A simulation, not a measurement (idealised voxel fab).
process module | voxel self aligned vias
cross-section cut | 220 nm wide | cells 5 nm
A cross-section is a grid of square cells, given in bands from the top down. A band is one or more rows of cells.
Each band's line starts with the height of the band's top and of its bottom, in nm. Then come its materials from left to right, each with its width in nm. One material with "throughout" fills the band from edge to edge. "air" is empty space.
Height 0 is the level under which the wafer as received is all one material. The lowest band goes on downwards, as in "0 down".
A width such as "30 to 40" changes by the same amount from each row of cells to the next, from the band's top row to its bottom row.
"no change" after a step means that no cell of the cross-section changed.
closed voids: empty space of 8 cells or more with no open way to the top, each as width x height at its distance from the left edge, in nm
after a step's settings: what the simulator itself notes on the step
overlay nm, on a step with a mask: how far to the right of its planned place the mask lay; to the left if negative
plan
1 op RECEIVE | material Si
2 op CONFORMAL_DEP | material SiO2 | thk nm 10
3 op CONFORMAL_DEP | material SiCN | thk nm 5
4 op DIRECTIONAL_DEP | material lowk | thk nm 25
5 op MASKED_ETCH | tone open | mask id LINES | width nm 20 | pitch nm 60 | etch materials lowk | depth nm 25 | overlay nm 0
6 op CONFORMAL_DEP | material TiN | thk nm 5
7 op FILL_DEP | material W | thk nm 5
8 op CMP | height nm 40
9 op SELECTIVE_ETCH | etch materials W Ru TiN | depth nm 5
10 op FILL_DEP | material SiN | thk nm 10
11 op CMP | height nm 40
12 op DIRECTIONAL_DEP | material lowk | thk nm 20
13 op MASKED_ETCH | tone open | mask id VIAS | width nm 40 | pitch nm 60 | etch materials lowk | depth nm 20 | overlay nm 0
14 op MASKED_ETCH | tone open | mask id VIAS | width nm 40 | pitch nm 60 | etch materials SiN | depth nm 5 | overlay nm 0
15 op CONFORMAL_DEP | material TiN | thk nm 5
16 op FILL_DEP | material W | thk nm 5
17 op CMP | height nm 60
18 op CONFORMAL_DEP | material SiN | thk nm 5
first wafer, as planned
as received, after step 1
  0 down: Si throughout
  closed voids: none
after step 2
  10 to 0: SiO2 throughout
  below 0: unchanged
after step 3
  15 to 10: SiCN throughout
  below 10: unchanged
after step 4
  40 to 15: lowk throughout
  below 15: unchanged
after step 5
  40 to 15: lowk 70 | air 20 | lowk 40 | air 20 | lowk 70
  below 15: unchanged
after step 6
  45 to 40: TiN 75 | air 10 | TiN 50 | air 10 | TiN 75
  40 to 20: lowk 70 | TiN 5 | air 10 | TiN 5 | lowk 40 | TiN 5 | air 10 | TiN 5 | lowk 70
  20 to 15: lowk 70 | TiN 20 | lowk 40 | TiN 20 | lowk 70
  below 15: unchanged
after step 7
  50 to 45: W throughout
  45 to 40: TiN 75 | W 10 | TiN 50 | W 10 | TiN 75
  40 to 20: lowk 70 | TiN 5 | W 10 | TiN 5 | lowk 40 | TiN 5 | W 10 | TiN 5 | lowk 70
  below 20: unchanged
after step 8
  40 to 20: lowk 70 | TiN 5 | W 10 | TiN 5 | lowk 40 | TiN 5 | W 10 | TiN 5 | lowk 70
  below 20: unchanged
after step 9
  40 to 35: lowk 70 | air 20 | lowk 40 | air 20 | lowk 70
  below 35: unchanged
after step 10
  50 to 40: SiN throughout
  40 to 35: lowk 70 | SiN 20 | lowk 40 | SiN 20 | lowk 70
  below 35: unchanged
after step 11
  40 to 35: lowk 70 | SiN 20 | lowk 40 | SiN 20 | lowk 70
  below 35: unchanged
after step 12
  60 to 40: lowk throughout
  below 40: unchanged
after step 13
  60 to 40: lowk 60 | air 40 | lowk 20 | air 40 | lowk 60
  below 40: unchanged
after step 14
  60 to 40: lowk 60 | air 40 | lowk 20 | air 40 | lowk 60
  40 to 35: lowk 70 | air 20 | lowk 40 | air 20 | lowk 70
  below 35: unchanged
after step 15
  65 to 60: TiN 65 | air 30 | TiN 30 | air 30 | TiN 65
  60 to 45: lowk 60 | TiN 5 | air 30 | TiN 5 | lowk 20 | TiN 5 | air 30 | TiN 5 | lowk 60
  45 to 40: lowk 60 | TiN 15 | air 10 | TiN 15 | lowk 20 | TiN 15 | air 10 | TiN 15 | lowk 60
  40 to 35: lowk 70 | TiN 20 | lowk 40 | TiN 20 | lowk 70
  below 35: unchanged
after step 16
  70 to 65: W throughout
  65 to 60: TiN 65 | W 30 | TiN 30 | W 30 | TiN 65
  60 to 45: lowk 60 | TiN 5 | W 30 | TiN 5 | lowk 20 | TiN 5 | W 30 | TiN 5 | lowk 60
  45 to 40: lowk 60 | TiN 15 | W 10 | TiN 15 | lowk 20 | TiN 15 | W 10 | TiN 15 | lowk 60
  below 40: unchanged
after step 17
  60 to 45: lowk 60 | TiN 5 | W 30 | TiN 5 | lowk 20 | TiN 5 | W 30 | TiN 5 | lowk 60
  below 45: unchanged
after step 18
  65 to 60: SiN throughout
  below 60: unchanged
second wafer: like start, like plan, one mistake. Through step 12 it matches the first wafer
when step 13 should have ended
  60 to 40: lowk 60 | air 40 | lowk 20 | air 40 | lowk 60
  40 to 35: lowk 60 | air 10 | SiN 20 | air 10 | lowk 20 | air 10 | SiN 20 | air 10 | lowk 60
  35 to 30: lowk 60 | air 10 | TiN 5 | W 10 | TiN 5 | air 10 | lowk 20 | air 10 | TiN 5 | W 10 | TiN 5 | air 10 | lowk 60
  below 30: unchanged
when step 14 should have ended
  60 to 35: lowk 60 | air 40 | lowk 20 | air 40 | lowk 60
  below 35: unchanged
when step 15 should have ended
  65 to 60: TiN 65 | air 30 | TiN 30 | air 30 | TiN 65
  60 to 40: lowk 60 | TiN 5 | air 30 | TiN 5 | lowk 20 | TiN 5 | air 30 | TiN 5 | lowk 60
  40 to 35: lowk 60 | TiN 40 | lowk 20 | TiN 40 | lowk 60
  35 to 30: lowk 60 | TiN 15 | W 10 | TiN 15 | lowk 20 | TiN 15 | W 10 | TiN 15 | lowk 60
  below 30: unchanged
when step 16 should have ended
  70 to 65: W throughout
  65 to 60: TiN 65 | W 30 | TiN 30 | W 30 | TiN 65
  60 to 40: lowk 60 | TiN 5 | W 30 | TiN 5 | lowk 20 | TiN 5 | W 30 | TiN 5 | lowk 60
  below 40: unchanged
when step 17 should have ended
  60 to 40: lowk 60 | TiN 5 | W 30 | TiN 5 | lowk 20 | TiN 5 | W 30 | TiN 5 | lowk 60
  below 40: unchanged
when step 18 should have ended
  65 to 60: SiN throughout
  below 60: unchanged
what went wrong: step 13 ran as: op MASKED_ETCH | tone open | mask id VIAS | width nm 40 | pitch nm 60 | etch materials lowk | depth nm 30 | overlay nm 0
at the end the second wafer has, in cells: 8 more of TiN | 8 more of W | 16 fewer of lowk
